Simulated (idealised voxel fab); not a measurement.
The following process module bears the name voxel released beams.
The width of the displayed cross-section, cut, is 270 nm; its cells are square, with a size of 5 nm.
If you're reading a cross-section in this doc, picture square cells in a grid; it comes to you as bands, top ones listed first down to the bottom, and a band can be one or more rows of cells. Basically the band line says how high the top is and how high the bottom is, in nm, and then what's in it from left to right, every material with its width in nm. Empty space shows up as "blank", and if a single material carries "edge to edge" it runs the full band edge to edge. It should be noted that heights are counted from 0, beneath which the wafer as supplied is of one material throughout, and that the lowest band possesses no lower boundary but continues downward, as written in "0 and below". Top row gets the first number, bottom row gets the second, and each row in between changes by the same step: that is how a band width like "30 to 40" works. "no modifications" -> step changed no cross-section cell. Completely enclosed voids: empty space of 8 cells or more with no open way to the top, each as width x height at its distance from the left edge, in nm. Past the settings on a step's line: simulator remark, on that step. A step line may carry the setting "overlay nm", which, for steps involving a mask, states the distance by which the mask lay to the right of its intended position; negative values denote displacement to the left. Note on reading: below, each pair holds a cross-section from before one process step and one from after it; the one from after shows only down to the lowest band that changed. Beneath the pair, the step in between is stated along with its settings. The pairs can stem from different runs of this module on the same starting wafer. Where a pair's entry headed "before" says so, and only there, that pair continues from the pair above it.

Before:
> 0 and below: Si edge to edge
> Completely enclosed voids: none

Post-Process Section:
> 5 down to 0: Al2O3 edge to edge
> Lower than 0, everything is as it was.
> Completely enclosed voids: none
Between before and after above, the operation and settings are CONFORMAL_DEP with material Al2O3, thk nm 5

before: the cross-section after the pair above

Post-Process Section:
> 20 down to 5: SiO2 edge to edge
> Lower than 5, everything is as it was.
> Completely enclosed voids: none
Between before and after above, the operation and settings are DIRECTIONAL_DEP with material SiO2, thk nm 15

before: the cross-section after the pair above

Post-Process Section:
> 30 down to 20: aC edge to edge
> Lower than 20, everything is as it was.
> Completely enclosed voids: none
Between before and after above, the operation and settings are DIRECTIONAL_DEP with material aC, thk nm 10

before: the cross-section after the pair above

Post-Process Section:
> 60 down to 30: 85 nm resist  35 nm blank  150 nm resist
> Lower than 30, everything is as it was.
> Completely enclosed voids: none
Between before and after above, the operation and settings are PATTERN with tone open, mask id ANCHOR, material resist, width nm 35, thk nm 30, overlay nm 0

before: the cross-section after the pair above

Post-Process Section:
> 50 down to 30: 85 nm resist  35 nm blank  150 nm resist
> 30 down to 20: 85 nm aC  35 nm blank  150 nm aC
> Lower than 20, everything is as it was.
> Completely enclosed voids: none
Between before and after above, the operation and settings are DIRECTIONAL_ETCH with etch materials aC, depth nm 10

before: the cross-section after the pair above

Post-Process Section:
> 30 down to 20: 85 nm aC  35 nm blank  150 nm aC
> Lower than 20, everything is as it was.
> Completely enclosed voids: none
Between before and after above, the operation and settings are STRIP with etch materials resist

before: the cross-section after the pair above

Post-Process Section:
> 30 down to 20: 85 nm aC  35 nm blank  150 nm aC
> 20 down to 5: 85 nm SiO2  35 nm blank  150 nm SiO2
> Lower than 5, everything is as it was.
> Completely enclosed voids: none
Between before and after above, the operation and settings are DIRECTIONAL_ETCH with etch materials SiO2, depth nm 15

before: the cross-section after the pair above

Post-Process Section:
> 20 down to 5: 85 nm SiO2  35 nm blank  150 nm SiO2
> Lower than 5, everything is as it was.
> Completely enclosed voids: none
Between before and after above, the operation and settings are STRIP with etch materials aC

before: the cross-section after the pair above

Post-Process Section:
> 30 down to 20: 95 nm SiN  15 nm blank  160 nm SiN
> 20 down to 15: 85 nm SiO2  10 nm SiN  15 nm blank  10 nm SiN  150 nm SiO2
> 15 down to 5: 85 nm SiO2  35 nm SiN  150 nm SiO2
> Lower than 5, everything is as it was.
> Completely enclosed voids: none
Between before and after above, the operation and settings are CONFORMAL_DEP with material SiN, thk nm 10

before: the cross-section after the pair above

Post-Process Section:
> 40 down to 30: 95 nm aC  15 nm blank  160 nm aC
> 30 down to 25: 95 nm SiN  15 nm blank  160 nm SiN
> 25 down to 20: 95 nm SiN  15 nm aC  160 nm SiN
> 20 down to 15: 85 nm SiO2  10 nm SiN  15 nm aC  10 nm SiN  150 nm SiO2
> Lower than 15, everything is as it was.
> Completely enclosed voids: none
Between before and after above, the operation and settings are DIRECTIONAL_DEP with material aC, thk nm 10

before: the cross-section after the pair above

Post-Process Section:
> 65 down to 40: 80 nm blank  105 nm resist  85 nm blank
> 40 down to 30: 95 nm aC  15 nm resist  160 nm aC
> 30 down to 25: 95 nm SiN  15 nm resist  160 nm SiN
> Lower than 25, everything is as it was.
> Completely enclosed voids: none
Between before and after above, the operation and settings are PATTERN with tone cover, mask id BEAM, material resist, width nm 105, thk nm 25, overlay nm 0

before: the cross-section after the pair above

Post-Process Section:
> 55 down to 40: 80 nm blank  105 nm resist  85 nm blank
> 40 down to 30: 80 nm blank  15 nm aC  15 nm resist  75 nm aC  85 nm blank
> Lower than 30, everything is as it was.
> Completely enclosed voids: none
Between before and after above, the operation and settings are DIRECTIONAL_ETCH with etch materials aC, depth nm 10

before: the cross-section after the pair above

Post-Process Section:
> 40 down to 30: 80 nm blank  15 nm aC  15 nm blank  75 nm aC  85 nm blank
> 30 down to 25: 95 nm SiN  15 nm blank  160 nm SiN
> Lower than 25, everything is as it was.
> Completely enclosed voids: none
Between before and after above, the operation and settings are STRIP with etch materials resist

before: the cross-section after the pair above

Post-Process Section:
> 40 down to 30: 80 nm blank  15 nm aC  15 nm blank  75 nm aC  85 nm blank
> 30 down to 25: 80 nm blank  15 nm SiN  15 nm blank  75 nm SiN  85 nm blank
> 25 down to 20: 80 nm blank  15 nm SiN  15 nm aC  75 nm SiN  85 nm blank
> Lower than 20, everything is as it was.
> Completely enclosed voids: none
Between before and after above, the operation and settings are DIRECTIONAL_ETCH with etch materials SiN, depth nm 10

before: the cross-section after the pair above

Post-Process Section:
> 30 down to 20: 80 nm blank  15 nm SiN  15 nm blank  75 nm SiN  85 nm blank
> 20 down to 15: 85 nm SiO2  10 nm SiN  15 nm blank  10 nm SiN  150 nm SiO2
> Lower than 15, everything is as it was.
> Completely enclosed voids: none
Between before and after above, the operation and settings are STRIP with etch materials aC

before: the cross-section after the pair above

Post-Process Section:
> 30 down to 20: 80 nm blank  15 nm SiN  15 nm blank  75 nm SiN  85 nm blank
> 20 down to 15: 85 nm blank  10 nm SiN  15 nm blank  10 nm SiN  150 nm blank
> 15 down to 5: 85 nm blank  35 nm SiN  150 nm blank
> Lower than 5, everything is as it was.
> Completely enclosed voids: none
Between before and after above, the operation and settings are STRIP with etch materials SiO2

Before:
> 0 and below: Si edge to edge
> Completely enclosed voids: none

Post-Process Section:
> 15 down to 0: SiO2 edge to edge
> Lower than 0, everything is as it was.
> Completely enclosed voids: none
Between before and after above, the operation and settings are DIRECTIONAL_DEP with material SiO2, thk nm 15

before: the cross-section after the pair above

Post-Process Section:
> 25 down to 15: aC edge to edge
> Lower than 15, everything is as it was.
> Completely enclosed voids: none
Between before and after above, the operation and settings are DIRECTIONAL_DEP with material aC, thk nm 10

before: the cross-section after the pair above

Post-Process Section:
> 55 down to 25: 85 nm resist  35 nm blank  150 nm resist
> Lower than 25, everything is as it was.
> Completely enclosed voids: none
Between before and after above, the operation and settings are PATTERN with tone open, mask id ANCHOR, material resist, width nm 35, thk nm 30, overlay nm 0

before: the cross-section after the pair above

Post-Process Section:
> 45 down to 25: 85 nm resist  35 nm blank  150 nm resist
> 25 down to 15: 85 nm aC  35 nm blank  150 nm aC
> Lower than 15, everything is as it was.
> Completely enclosed voids: none
Between before and after above, the operation and settings are DIRECTIONAL_ETCH with etch materials aC, depth nm 10

before: the cross-section after the pair above

Post-Process Section:
> 25 down to 15: 85 nm aC  35 nm blank  150 nm aC
> Lower than 15, everything is as it was.
> Completely enclosed voids: none
Between before and after above, the operation and settings are STRIP with etch materials resist

before: the cross-section after the pair above

Post-Process Section:
> 25 down to 15: 85 nm aC  35 nm blank  150 nm aC
> 15 down to 0: 85 nm SiO2  35 nm blank  150 nm SiO2
> Lower than 0, everything is as it was.
> Completely enclosed voids: none
Between before and after above, the operation and settings are DIRECTIONAL_ETCH with etch materials SiO2, depth nm 15

before: the cross-section after the pair above

Post-Process Section:
> 15 down to 0: 85 nm SiO2  35 nm blank  150 nm SiO2
> Lower than 0, everything is as it was.
> Completely enclosed voids: none
Between before and after above, the operation and settings are STRIP with etch materials aC

before: the cross-section after the pair above

Post-Process Section:
> 25 down to 15: 95 nm SiN  15 nm blank  160 nm SiN
> 15 down to 10: 85 nm SiO2  10 nm SiN  15 nm blank  10 nm SiN  150 nm SiO2
> 10 down to 0: 85 nm SiO2  35 nm SiN  150 nm SiO2
> Lower than 0, everything is as it was.
> Completely enclosed voids: none
Between before and after above, the operation and settings are CONFORMAL_DEP with material SiN, thk nm 10

before: the cross-section after the pair above

Post-Process Section:
> 35 down to 25: 95 nm aC  15 nm blank  160 nm aC
> 25 down to 20: 95 nm SiN  15 nm blank  160 nm SiN
> 20 down to 15: 95 nm SiN  15 nm aC  160 nm SiN
> 15 down to 10: 85 nm SiO2  10 nm SiN  15 nm aC  10 nm SiN  150 nm SiO2
> Lower than 10, everything is as it was.
> Completely enclosed voids: none
Between before and after above, the operation and settings are DIRECTIONAL_DEP with material aC, thk nm 10

before: the cross-section after the pair above

Post-Process Section:
> 60 down to 35: 80 nm blank  105 nm resist  85 nm blank
> 35 down to 25: 95 nm aC  15 nm resist  160 nm aC
> 25 down to 20: 95 nm SiN  15 nm resist  160 nm SiN
> Lower than 20, everything is as it was.
> Completely enclosed voids: none
Between before and after above, the operation and settings are PATTERN with tone cover, mask id BEAM, material resist, width nm 105, thk nm 25, overlay nm 0

before: the cross-section after the pair above

Post-Process Section:
> 50 down to 35: 80 nm blank  105 nm resist  85 nm blank
> 35 down to 25: 80 nm blank  15 nm aC  15 nm resist  75 nm aC  85 nm blank
> Lower than 25, everything is as it was.
> Completely enclosed voids: none
Between before and after above, the operation and settings are DIRECTIONAL_ETCH with etch materials aC, depth nm 10

before: the cross-section after the pair above

Post-Process Section:
> 35 down to 25: 80 nm blank  15 nm aC  15 nm blank  75 nm aC  85 nm blank
> 25 down to 20: 95 nm SiN  15 nm blank  160 nm SiN
> Lower than 20, everything is as it was.
> Completely enclosed voids: none
Between before and after above, the operation and settings are STRIP with etch materials resist

before: the cross-section after the pair above

Post-Process Section:
> 35 down to 25: 80 nm blank  15 nm aC  15 nm blank  75 nm aC  85 nm blank
> 25 down to 20: 80 nm blank  15 nm SiN  15 nm blank  75 nm SiN  85 nm blank
> 20 down to 15: 80 nm blank  15 nm SiN  15 nm aC  75 nm SiN  85 nm blank
> Lower than 15, everything is as it was.
> Completely enclosed voids: none
Between before and after above, the operation and settings are DIRECTIONAL_ETCH with etch materials SiN, depth nm 10

before: the cross-section after the pair above

Post-Process Section:
> 25 down to 15: 80 nm blank  15 nm SiN  15 nm blank  75 nm SiN  85 nm blank
> 15 down to 10: 85 nm SiO2  10 nm SiN  15 nm blank  10 nm SiN  150 nm SiO2
> Lower than 10, everything is as it was.
> Completely enclosed voids: none
Between before and after above, the operation and settings are STRIP with etch materials aC

before: the cross-section after the pair above

Post-Process Section:
> 25 down to 15: 80 nm blank  15 nm SiN  15 nm blank  75 nm SiN  85 nm blank
> 15 down to 10: 85 nm blank  10 nm SiN  15 nm blank  10 nm SiN  150 nm blank
> 10 down to 0: 85 nm blank  35 nm SiN  150 nm blank
> Lower than 0, everything is as it was.
> Completely enclosed voids: none
Between before and after above, the operation and settings are STRIP with etch materials SiO2

Before:
> 15 down to 0: SiO2 edge to edge
> 0 and below: Si edge to edge
> Completely enclosed voids: none

Post-Process Section:
> 20 down to 15: Al2O3 edge to edge
> Lower than 15, everything is as it was.
> Completely enclosed voids: none
Between before and after above, the operation and settings are CONFORMAL_DEP with material Al2O3, thk nm 5

before: the cross-section after the pair above

Post-Process Section:
> 30 down to 20: aC edge to edge
> Lower than 20, everything is as it was.
> Completely enclosed voids: none
Between before and after above, the operation and settings are DIRECTIONAL_DEP with material aC, thk nm 10

before: the cross-section after the pair above

Post-Process Section:
> 60 down to 30: 85 nm resist  35 nm blank  150 nm resist
> Lower than 30, everything is as it was.
> Completely enclosed voids: none
Between before and after above, the operation and settings are PATTERN with tone open, mask id ANCHOR, material resist, width nm 35, thk nm 30, overlay nm 0

before: the cross-section after the pair above

Post-Process Section:
> 50 down to 30: 85 nm resist  35 nm blank  150 nm resist
> 30 down to 20: 85 nm aC  35 nm blank  150 nm aC
> Lower than 20, everything is as it was.
> Completely enclosed voids: none
Between before and after above, the operation and settings are DIRECTIONAL_ETCH with etch materials aC, depth nm 10

before: the cross-section after the pair above

Post-Process Section:
> 30 down to 20: 85 nm aC  35 nm blank  150 nm aC
> Lower than 20, everything is as it was.
> Completely enclosed voids: none
Between before and after above, the operation and settings are STRIP with etch materials resist

before: the cross-section after the pair above

Post-Process Section:
> 20 down to 15: Al2O3 edge to edge
> Lower than 15, everything is as it was.
> Completely enclosed voids: none
Between before and after above, the operation and settings are STRIP with etch materials aC

before: the cross-section after the pair above

Post-Process Section:
> 30 down to 20: SiN edge to edge
> Lower than 20, everything is as it was.
> Completely enclosed voids: none
Between before and after above, the operation and settings are CONFORMAL_DEP with material SiN, thk nm 10

before: the cross-section after the pair above

Post-Process Section:
> 40 down to 30: aC edge to edge
> Lower than 30, everything is as it was.
> Completely enclosed voids: none
Between before and after above, the operation and settings are DIRECTIONAL_DEP with material aC, thk nm 10

before: the cross-section after the pair above

Post-Process Section:
> 65 down to 40: 80 nm blank  105 nm resist  85 nm blank
> Lower than 40, everything is as it was.
> Completely enclosed voids: none
Between before and after above, the operation and settings are PATTERN with tone cover, mask id BEAM, material resist, width nm 105, thk nm 25, overlay nm 0

before: the cross-section after the pair above

Post-Process Section:
> 55 down to 40: 80 nm blank  105 nm resist  85 nm blank
> 40 down to 30: 80 nm blank  105 nm aC  85 nm blank
> Lower than 30, everything is as it was.
> Completely enclosed voids: none
Between before and after above, the operation and settings are DIRECTIONAL_ETCH with etch materials aC, depth nm 10

before: the cross-section after the pair above

Post-Process Section:
> 40 down to 30: 80 nm blank  105 nm aC  85 nm blank
> Lower than 30, everything is as it was.
> Completely enclosed voids: none
Between before and after above, the operation and settings are STRIP with etch materials resist

before: the cross-section after the pair above

Post-Process Section:
> 40 down to 30: 80 nm blank  105 nm aC  85 nm blank
> 30 down to 20: 80 nm blank  105 nm SiN  85 nm blank
> Lower than 20, everything is as it was.
> Completely enclosed voids: none
Between before and after above, the operation and settings are DIRECTIONAL_ETCH with etch materials SiN, depth nm 10

before: the cross-section after the pair above

Post-Process Section:
> 30 down to 20: 80 nm blank  105 nm SiN  85 nm blank
> Lower than 20, everything is as it was.
> Completely enclosed voids: none
Between before and after above, the operation and settings are STRIP with etch materials aC

Before:
> 40 down to 30: 80 nm blank  15 nm aC  15 nm blank  75 nm aC  85 nm blank
> 30 down to 25: 95 nm SiN  15 nm blank  160 nm SiN
> 25 down to 20: 95 nm SiN  15 nm aC  160 nm SiN
> 20 down to 15: 85 nm SiO2  10 nm SiN  15 nm aC  10 nm SiN  150 nm SiO2
> 15 down to 5: 85 nm SiO2  35 nm SiN  150 nm SiO2
> 5 down to 0: Al2O3 edge to edge
> 0 and below: Si edge to edge
> Completely enclosed voids: none

Post-Process Section:
> 40 down to 30: 80 nm blank  15 nm aC  15 nm blank  75 nm aC  85 nm blank
> 30 down to 25: 80 nm blank  15 nm SiN  15 nm blank  75 nm SiN  85 nm blank
> Lower than 25, everything is as it was.
> Completely enclosed voids: none
Between before and after above, the operation and settings are DIRECTIONAL_ETCH with etch materials SiN, depth nm 5

before: the cross-section after the pair above

Post-Process Section:
> 30 down to 25: 80 nm blank  15 nm SiN  15 nm blank  75 nm SiN  85 nm blank
> 25 down to 20: 95 nm SiN  15 nm blank  160 nm SiN
> 20 down to 15: 85 nm SiO2  10 nm SiN  15 nm blank  10 nm SiN  150 nm SiO2
> Lower than 15, everything is as it was.
> Completely enclosed voids: none
Between before and after above, the operation and settings are STRIP with etch materials aC

Before:
> 30 down to 20: aC edge to edge
> 20 down to 5: SiO2 edge to edge
> 5 down to 0: Al2O3 edge to edge
> 0 and below: Si edge to edge
> Completely enclosed voids: none

Post-Process Section:
> 60 down to 30: 90 nm resist  30 nm blank  150 nm resist
> Lower than 30, everything is as it was.
> Completely enclosed voids: none
Between before and after above, the operation and settings are PATTERN with tone open, mask id ANCHOR, material resist, width nm 30, thk nm 30, overlay nm 0

before: the cross-section after the pair above

Post-Process Section:
> 50 down to 30: 90 nm resist  30 nm blank  150 nm resist
> 30 down to 20: 90 nm aC  30 nm blank  150 nm aC
> Lower than 20, everything is as it was.
> Completely enclosed voids: none
Between before and after above, the operation and settings are DIRECTIONAL_ETCH with etch materials aC, depth nm 10

before: the cross-section after the pair above

Post-Process Section:
> 30 down to 20: 90 nm aC  30 nm blank  150 nm aC
> Lower than 20, everything is as it was.
> Completely enclosed voids: none
Between before and after above, the operation and settings are STRIP with etch materials resist

before: the cross-section after the pair above

Post-Process Section:
> 30 down to 20: 90 nm aC  30 nm blank  150 nm aC
> 20 down to 5: 90 nm SiO2  30 nm blank  150 nm SiO2
> Lower than 5, everything is as it was.
> Completely enclosed voids: none
Between before and after above, the operation and settings are DIRECTIONAL_ETCH with etch materials SiO2, depth nm 15

before: the cross-section after the pair above

Post-Process Section:
> 20 down to 5: 90 nm SiO2  30 nm blank  150 nm SiO2
> Lower than 5, everything is as it was.
> Completely enclosed voids: none
Between before and after above, the operation and settings are STRIP with etch materials aC

before: the cross-section after the pair above

Post-Process Section:
> 30 down to 20: 100 nm SiN  10 nm blank  160 nm SiN
> 20 down to 15: 90 nm SiO2  10 nm SiN  10 nm blank  10 nm SiN  150 nm SiO2
> 15 down to 5: 90 nm SiO2  30 nm SiN  150 nm SiO2
> Lower than 5, everything is as it was.
> Completely enclosed voids: none
Between before and after above, the operation and settings are CONFORMAL_DEP with material SiN, thk nm 10

before: the cross-section after the pair above

Post-Process Section:
> 40 down to 30: 100 nm aC  10 nm blank  160 nm aC
> 30 down to 25: 100 nm SiN  10 nm blank  160 nm SiN
> 25 down to 20: 100 nm SiN  10 nm aC  160 nm SiN
> 20 down to 15: 90 nm SiO2  10 nm SiN  10 nm aC  10 nm SiN  150 nm SiO2
> Lower than 15, everything is as it was.
> Completely enclosed voids: none
Between before and after above, the operation and settings are DIRECTIONAL_DEP with material aC, thk nm 10

before: the cross-section after the pair above

Post-Process Section:
> 65 down to 40: 80 nm blank  105 nm resist  85 nm blank
> 40 down to 30: 100 nm aC  10 nm resist  160 nm aC
> 30 down to 25: 100 nm SiN  10 nm resist  160 nm SiN
> Lower than 25, everything is as it was.
> Completely enclosed voids: none
Between before and after above, the operation and settings are PATTERN with tone cover, mask id BEAM, material resist, width nm 105, thk nm 25, overlay nm 0

before: the cross-section after the pair above

Post-Process Section:
> 55 down to 40: 80 nm blank  105 nm resist  85 nm blank
> 40 down to 30: 80 nm blank  20 nm aC  10 nm resist  75 nm aC  85 nm blank
> Lower than 30, everything is as it was.
> Completely enclosed voids: none
Between before and after above, the operation and settings are DIRECTIONAL_ETCH with etch materials aC, depth nm 10

before: the cross-section after the pair above

Post-Process Section:
> 40 down to 30: 80 nm blank  20 nm aC  10 nm blank  75 nm aC  85 nm blank
> 30 down to 25: 100 nm SiN  10 nm blank  160 nm SiN
> Lower than 25, everything is as it was.
> Completely enclosed voids: none
Between before and after above, the operation and settings are STRIP with etch materials resist

before: the cross-section after the pair above

Post-Process Section:
> 40 down to 30: 80 nm blank  20 nm aC  10 nm blank  75 nm aC  85 nm blank
> 30 down to 25: 80 nm blank  20 nm SiN  10 nm blank  75 nm SiN  85 nm blank
> 25 down to 20: 80 nm blank  20 nm SiN  10 nm aC  75 nm SiN  85 nm blank
> Lower than 20, everything is as it was.
> Completely enclosed voids: none
Between before and after above, the operation and settings are DIRECTIONAL_ETCH with etch materials SiN, depth nm 10

before: the cross-section after the pair above

Post-Process Section:
> 30 down to 20: 80 nm blank  20 nm SiN  10 nm blank  75 nm SiN  85 nm blank
> 20 down to 15: 90 nm SiO2  10 nm SiN  10 nm blank  10 nm SiN  150 nm SiO2
> Lower than 15, everything is as it was.
> Completely enclosed voids: none
Between before and after above, the operation and settings are STRIP with etch materials aC

before: the cross-section after the pair above

Post-Process Section:
> 30 down to 20: 80 nm blank  20 nm SiN  10 nm blank  75 nm SiN  85 nm blank
> 20 down to 15: 90 nm blank  10 nm SiN  10 nm blank  10 nm SiN  150 nm blank
> 15 down to 5: 90 nm blank  30 nm SiN  150 nm blank
> Lower than 5, everything is as it was.
> Completely enclosed voids: none
Between before and after above, the operation and settings are STRIP with etch materials SiO2

Before:
> 40 down to 30: 95 nm aC  15 nm blank  160 nm aC
> 30 down to 25: 95 nm SiN  15 nm blank  160 nm SiN
> 25 down to 20: 95 nm SiN  15 nm aC  160 nm SiN
> 20 down to 15: 85 nm SiO2  10 nm SiN  15 nm aC  10 nm SiN  150 nm SiO2
> 15 down to 5: 85 nm SiO2  35 nm SiN  150 nm SiO2
> 5 down to 0: Al2O3 edge to edge
> 0 and below: Si edge to edge
> Completely enclosed voids: none

Post-Process Section:
> 65 down to 40: 75 nm blank  105 nm resist  90 nm blank
> 40 down to 30: 95 nm aC  15 nm resist  160 nm aC
> 30 down to 25: 95 nm SiN  15 nm resist  160 nm SiN
> Lower than 25, everything is as it was.
> Completely enclosed voids: none
Between before and after above, the operation and settings are PATTERN with tone cover, mask id BEAM, material resist, width nm 105, thk nm 25, overlay nm -5

before: the cross-section after the pair above

Post-Process Section:
> 55 down to 40: 75 nm blank  105 nm resist  90 nm blank
> 40 down to 30: 75 nm blank  20 nm aC  15 nm resist  70 nm aC  90 nm blank
> Lower than 30, everything is as it was.
> Completely enclosed voids: none
Between before and after above, the operation and settings are DIRECTIONAL_ETCH with etch materials aC, depth nm 10

before: the cross-section after the pair above

Post-Process Section:
> 40 down to 30: 75 nm blank  20 nm aC  15 nm blank  70 nm aC  90 nm blank
> 30 down to 25: 95 nm SiN  15 nm blank  160 nm SiN
> Lower than 25, everything is as it was.
> Completely enclosed voids: none
Between before and after above, the operation and settings are STRIP with etch materials resist

before: the cross-section after the pair above

Post-Process Section:
> 40 down to 30: 75 nm blank  20 nm aC  15 nm blank  70 nm aC  90 nm blank
> 30 down to 25: 75 nm blank  20 nm SiN  15 nm blank  70 nm SiN  90 nm blank
> 25 down to 20: 75 nm blank  20 nm SiN  15 nm aC  70 nm SiN  90 nm blank
> Lower than 20, everything is as it was.
> Completely enclosed voids: none
Between before and after above, the operation and settings are DIRECTIONAL_ETCH with etch materials SiN, depth nm 10

before: the cross-section after the pair above

Post-Process Section:
> 30 down to 20: 75 nm blank  20 nm SiN  15 nm blank  70 nm SiN  90 nm blank
> 20 down to 15: 85 nm SiO2  10 nm SiN  15 nm blank  10 nm SiN  150 nm SiO2
> Lower than 15, everything is as it was.
> Completely enclosed voids: none
Between before and after above, the operation and settings are STRIP with etch materials aC

before: the cross-section after the pair above

Post-Process Section:
> 30 down to 20: 75 nm blank  20 nm SiN  15 nm blank  70 nm SiN  90 nm blank
> 20 down to 15: 85 nm blank  10 nm SiN  15 nm blank  10 nm SiN  150 nm blank
> 15 down to 5: 85 nm blank  35 nm SiN  150 nm blank
> Lower than 5, everything is as it was.
> Completely enclosed voids: none
Between before and after above, the operation and settings are STRIP with etch materials SiO2

Before:
> 0 and below: Si edge to edge
> Completely enclosed voids: none

Post-Process Section:
> 5 down to 0: SiN edge to edge
> Lower than 0, everything is as it was.
> Completely enclosed voids: none
Between before and after above, the operation and settings are CONFORMAL_DEP with material SiN, thk nm 5

before: the cross-section after the pair above

Post-Process Section:
> 20 down to 5: SiO2 edge to edge
> Lower than 5, everything is as it was.
> Completely enclosed voids: none
Between before and after above, the operation and settings are DIRECTIONAL_DEP with material SiO2, thk nm 15

before: the cross-section after the pair above

Post-Process Section:
> 30 down to 20: aC edge to edge
> Lower than 20, everything is as it was.
> Completely enclosed voids: none
Between before and after above, the operation and settings are DIRECTIONAL_DEP with material aC, thk nm 10

before: the cross-section after the pair above

Post-Process Section:
> 60 down to 30: 85 nm resist  35 nm blank  150 nm resist
> Lower than 30, everything is as it was.
> Completely enclosed voids: none
Between before and after above, the operation and settings are PATTERN with tone open, mask id ANCHOR, material resist, width nm 35, thk nm 30, overlay nm 0

before: the cross-section after the pair above

Post-Process Section:
> 50 down to 30: 85 nm resist  35 nm blank  150 nm resist
> 30 down to 20: 85 nm aC  35 nm blank  150 nm aC
> Lower than 20, everything is as it was.
> Completely enclosed voids: none
Between before and after above, the operation and settings are DIRECTIONAL_ETCH with etch materials aC, depth nm 10

before: the cross-section after the pair above

Post-Process Section:
> 30 down to 20: 85 nm aC  35 nm blank  150 nm aC
> Lower than 20, everything is as it was.
> Completely enclosed voids: none
Between before and after above, the operation and settings are STRIP with etch materials resist

before: the cross-section after the pair above

Post-Process Section:
> 30 down to 20: 85 nm aC  35 nm blank  150 nm aC
> 20 down to 5: 85 nm SiO2  35 nm blank  150 nm SiO2
> Lower than 5, everything is as it was.
> Completely enclosed voids: none
Between before and after above, the operation and settings are DIRECTIONAL_ETCH with etch materials SiO2, depth nm 15

before: the cross-section after the pair above

Post-Process Section:
> 20 down to 5: 85 nm SiO2  35 nm blank  150 nm SiO2
> Lower than 5, everything is as it was.
> Completely enclosed voids: none
Between before and after above, the operation and settings are STRIP with etch materials aC

before: the cross-section after the pair above

Post-Process Section:
> 30 down to 20: 95 nm SiN  15 nm blank  160 nm SiN
> 20 down to 15: 85 nm SiO2  10 nm SiN  15 nm blank  10 nm SiN  150 nm SiO2
> 15 down to 5: 85 nm SiO2  35 nm SiN  150 nm SiO2
> Lower than 5, everything is as it was.
> Completely enclosed voids: none
Between before and after above, the operation and settings are CONFORMAL_DEP with material SiN, thk nm 10

before: the cross-section after the pair above

Post-Process Section:
> 40 down to 30: 95 nm aC  15 nm blank  160 nm aC
> 30 down to 25: 95 nm SiN  15 nm blank  160 nm SiN
> 25 down to 20: 95 nm SiN  15 nm aC  160 nm SiN
> 20 down to 15: 85 nm SiO2  10 nm SiN  15 nm aC  10 nm SiN  150 nm SiO2
> Lower than 15, everything is as it was.
> Completely enclosed voids: none
Between before and after above, the operation and settings are DIRECTIONAL_DEP with material aC, thk nm 10

before: the cross-section after the pair above

Post-Process Section:
> 65 down to 40: 80 nm blank  105 nm resist  85 nm blank
> 40 down to 30: 95 nm aC  15 nm resist  160 nm aC
> 30 down to 25: 95 nm SiN  15 nm resist  160 nm SiN
> Lower than 25, everything is as it was.
> Completely enclosed voids: none
Between before and after above, the operation and settings are PATTERN with tone cover, mask id BEAM, material resist, width nm 105, thk nm 25, overlay nm 0

before: the cross-section after the pair above

Post-Process Section:
> 55 down to 40: 80 nm blank  105 nm resist  85 nm blank
> 40 down to 30: 80 nm blank  15 nm aC  15 nm resist  75 nm aC  85 nm blank
> Lower than 30, everything is as it was.
> Completely enclosed voids: none
Between before and after above, the operation and settings are DIRECTIONAL_ETCH with etch materials aC, depth nm 10

before: the cross-section after the pair above

Post-Process Section:
> 40 down to 30: 80 nm blank  15 nm aC  15 nm blank  75 nm aC  85 nm blank
> 30 down to 25: 95 nm SiN  15 nm blank  160 nm SiN
> Lower than 25, everything is as it was.
> Completely enclosed voids: none
Between before and after above, the operation and settings are STRIP with etch materials resist

before: the cross-section after the pair above

Post-Process Section:
> 40 down to 30: 80 nm blank  15 nm aC  15 nm blank  75 nm aC  85 nm blank
> 30 down to 25: 80 nm blank  15 nm SiN  15 nm blank  75 nm SiN  85 nm blank
> 25 down to 20: 80 nm blank  15 nm SiN  15 nm aC  75 nm SiN  85 nm blank
> Lower than 20, everything is as it was.
> Completely enclosed voids: none
Between before and after above, the operation and settings are DIRECTIONAL_ETCH with etch materials SiN, depth nm 10

before: the cross-section after the pair above

Post-Process Section:
> 30 down to 20: 80 nm blank  15 nm SiN  15 nm blank  75 nm SiN  85 nm blank
> 20 down to 15: 85 nm SiO2  10 nm SiN  15 nm blank  10 nm SiN  150 nm SiO2
> Lower than 15, everything is as it was.
> Completely enclosed voids: none
Between before and after above, the operation and settings are STRIP with etch materials aC

before: the cross-section after the pair above

Post-Process Section:
> 30 down to 20: 80 nm blank  15 nm SiN  15 nm blank  75 nm SiN  85 nm blank
> 20 down to 15: 85 nm blank  10 nm SiN  15 nm blank  10 nm SiN  150 nm blank
> 15 down to 5: 85 nm blank  35 nm SiN  150 nm blank
> Lower than 5, everything is as it was.
> Completely enclosed voids: none
Between before and after above, the operation and settings are STRIP with etch materials SiO2

Before:
> 30 down to 20: aC edge to edge
> 20 down to 5: SiO2 edge to edge
> 5 down to 0: Al2O3 edge to edge
> 0 and below: Si edge to edge
> Completely enclosed voids: none

Post-Process Section:
> 60 down to 30: 85 nm blank  35 nm resist  150 nm blank
> Lower than 30, everything is as it was.
> Completely enclosed voids: none
Between before and after above, the operation and settings are PATTERN with tone cover, mask id ANCHOR, material resist, width nm 35, thk nm 30, overlay nm 0

before: the cross-section after the pair above

Post-Process Section:
> 50 down to 30: 85 nm blank  35 nm resist  150 nm blank
> 30 down to 20: 85 nm blank  35 nm aC  150 nm blank
> Lower than 20, everything is as it was.
> Completely enclosed voids: none
Between before and after above, the operation and settings are DIRECTIONAL_ETCH with etch materials aC, depth nm 10

before: the cross-section after the pair above

Post-Process Section:
> 30 down to 20: 85 nm blank  35 nm aC  150 nm blank
> Lower than 20, everything is as it was.
> Completely enclosed voids: none
Between before and after above, the operation and settings are STRIP with etch materials resist

before: the cross-section after the pair above

Post-Process Section:
> 30 down to 20: 85 nm blank  35 nm aC  150 nm blank
> 20 down to 5: 85 nm blank  35 nm SiO2  150 nm blank
> Lower than 5, everything is as it was.
> Completely enclosed voids: none
Between before and after above, the operation and settings are DIRECTIONAL_ETCH with etch materials SiO2, depth nm 15

before: the cross-section after the pair above

Post-Process Section:
> 20 down to 5: 85 nm blank  35 nm SiO2  150 nm blank
> Lower than 5, everything is as it was.
> Completely enclosed voids: none
Between before and after above, the operation and settings are STRIP with etch materials aC
